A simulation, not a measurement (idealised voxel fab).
voxel capacitor over wiring: a process module
200 nm wide, 5 nm square cells: that's cross-section cut.
Throughout this document, each cross-section is represented as a grid of square cells and is presented as a sequence of bands enumerated from the top downward, where a band comprises one or more rows of cells. A band entry consists of two parts. The first gives the height of the band's top and the height of its bottom, in nm. The rest lists the band's materials from left to right, each with its width in nm. A single material labelled with the word "throughout" fills the band from edge to edge, and the word "empty" marks empty space. Heights are measured from 0, the level below which the as-received wafer is all one material; the lowest band has no bottom and continues downward, written as in "0 nm and below". Width "30 to 40": first value at the band's top row of cells, second value at its bottom row, equal change from row to row. Step note "no alterations made" = no cross-section cell changed. Look at "Closed internal cavities" for the closed voids: empty spaces with no open path to the top, sized 8 cells or up. Each is width x height at distance, distance from the left edge, all nm. Formally, on a step line, whatever follows the settings is a remark that the simulator itself makes on the step. "overlay nm" on a masked step: distance the mask lay right of its planned place, negative for left.
-- Listed below are the process steps as planned
1. RECEIVE [material Si]
2. CONFORMAL_DEP [material SiO2] [thk nm 15]
3. DIRECTIONAL_DEP [material TiN] [thk nm 5]
4. DIRECTIONAL_DEP [material W] [thk nm 20]
5. PATTERN [tone cover] [mask id METAL_1] [material resist] [width nm 20] [pitch nm 80] [thk nm 15] [overlay nm 0]
6. DIRECTIONAL_ETCH [etch materials W] [depth nm 20]
7. DIRECTIONAL_ETCH [etch materials TiN] [depth nm 5]
8. STRIP [etch materials resist]
9. CONFORMAL_DEP [material SiN] [thk nm 5]
10. FILL_DEP [material lowk] [thk nm 10]
11. CMP [height nm 40]
12. CONFORMAL_DEP [material SiCN] [thk nm 5]
13. DIRECTIONAL_DEP [material SiO2] [thk nm 20]
14. MASKED_ETCH [tone open] [mask id PLUG_1] [width nm 15] [etch materials SiO2] [depth nm 20] [overlay nm 0]
15. MASKED_ETCH [tone open] [mask id PLUG_1] [width nm 15] [etch materials SiCN] [depth nm 5] [overlay nm 0]
16. CONFORMAL_DEP [material TiN] [thk nm 5]
17. FILL_DEP [material W] [thk nm 10]
18. CMP [height nm 65]
19. DIRECTIONAL_DEP [material TiN] [thk nm 5]
20. DIRECTIONAL_DEP [material Al2O3] [thk nm 5]
21. DIRECTIONAL_DEP [material TiN] [thk nm 10]
22. MASKED_ETCH [tone cover] [mask id UPPER_PLATE] [width nm 65] [etch materials TiN] [depth nm 10] [overlay nm 0]
23. MASKED_ETCH [tone cover] [mask id UPPER_PLATE] [width nm 65] [etch materials Al2O3] [depth nm 5] [overlay nm 0]
24. DIRECTIONAL_DEP [material aC] [thk nm 15]
25. PATTERN [tone cover] [mask id LOWER_PLATE] [material resist] [width nm 75] [thk nm 35] [overlay nm 0]
26. DIRECTIONAL_ETCH [etch materials aC] [depth nm 15]
27. STRIP [etch materials resist]
28. DIRECTIONAL_ETCH [etch materials TiN] [depth nm 5]
29. STRIP [etch materials aC]
30. FILL_DEP [material SiO2] [thk nm 15]
31. CMP [height nm 95]
32. MASKED_ETCH [tone open] [mask id PLUG_2] [width nm 15] [etch materials SiO2] [depth nm 10] [overlay nm 0]
33. CONFORMAL_DEP [material TiN] [thk nm 5]
34. FILL_DEP [material W] [thk nm 5]
35. CMP [height nm 95]
36. CONFORMAL_DEP [material SiN] [thk nm 5]
-- Shown in cross-section is the wafer as received, that is, as it stands after step 1
    0 nm and below  Si throughout
    Closed internal cavities: none
-- The first of the two wafers as seen in cross-section once the module was finished; processing followed the plan
    100 nm to 95 nm  SiN throughout
    95 nm to 90 nm  65 of SiO2, then 5 of TiN, then 5 of W, then 5 of TiN, then 120 of SiO2
    90 nm to 85 nm  65 of SiO2, then 15 of TiN, then 120 of SiO2
    85 nm to 75 nm  55 of SiO2, then 65 of TiN, then 80 of SiO2
    75 nm to 70 nm  55 of SiO2, then 65 of Al2O3, then 80 of SiO2
    70 nm to 65 nm  50 of SiO2, then 75 of TiN, then 75 of SiO2
    65 nm to 45 nm  55 of SiO2, then 5 of TiN, then 5 of W, then 5 of TiN, then 130 of SiO2
    45 nm to 40 nm  55 of SiCN, then 15 of TiN, then 130 of SiCN
    40 nm to 20 nm  45 of lowk, then 5 of SiN, then 20 of W, then 5 of SiN, then 50 of lowk, then 5 of SiN, then 20 of W, then 5 of SiN, then 45 of lowk
    20 nm to 15 nm  50 of SiN, then 20 of TiN, then 60 of SiN, then 20 of TiN, then 50 of SiN
    15 nm to 0 nm  SiO2 throughout
    0 nm and below  Si throughout
    Closed internal cavities: none
-- This is the second of the two wafers, cross-sectioned at the end of the module; it started exactly like the first and was given the same plan, but it was run with one mistake
    100 nm to 95 nm  SiN throughout
    95 nm to 90 nm  65 of SiO2, then 5 of TiN, then 5 of W, then 5 of TiN, then 120 of SiO2
    90 nm to 85 nm  65 of SiO2, then 15 of TiN, then 120 of SiO2
    85 nm to 75 nm  55 of SiO2, then 65 of TiN, then 80 of SiO2
    75 nm to 70 nm  55 of SiO2, then 65 of Al2O3, then 80 of SiO2
    70 nm to 65 nm  50 of SiO2, then 75 of TiN, then 75 of SiO2
    65 nm to 45 nm  55 of SiO2, then 5 of TiN, then 5 of W, then 5 of TiN, then 130 of SiO2
    45 nm to 40 nm  55 of SiCN, then 15 of TiN, then 130 of SiCN
    40 nm to 30 nm  lowk throughout
    30 nm to 25 nm  45 of lowk, then 30 of SiN, then 50 of lowk, then 30 of SiN, then 45 of lowk
    25 nm to 5 nm  45 of lowk, then 5 of SiN, then 20 of W, then 5 of SiN, then 50 of lowk, then 5 of SiN, then 20 of W, then 5 of SiN, then 45 of lowk
    5 nm to 0 nm  50 of SiN, then 20 of TiN, then 60 of SiN, then 20 of TiN, then 50 of SiN
    0 nm and below  Si throughout
    Closed internal cavities: none
Want to know what went wrong? step 2 in the plan did not get run; it was skipped
Wrapping up, a cell-based count of both wafers puts the second over or under the first for these materials: SiN: 12 more | SiO2: 120 fewer | lowk: 108 more
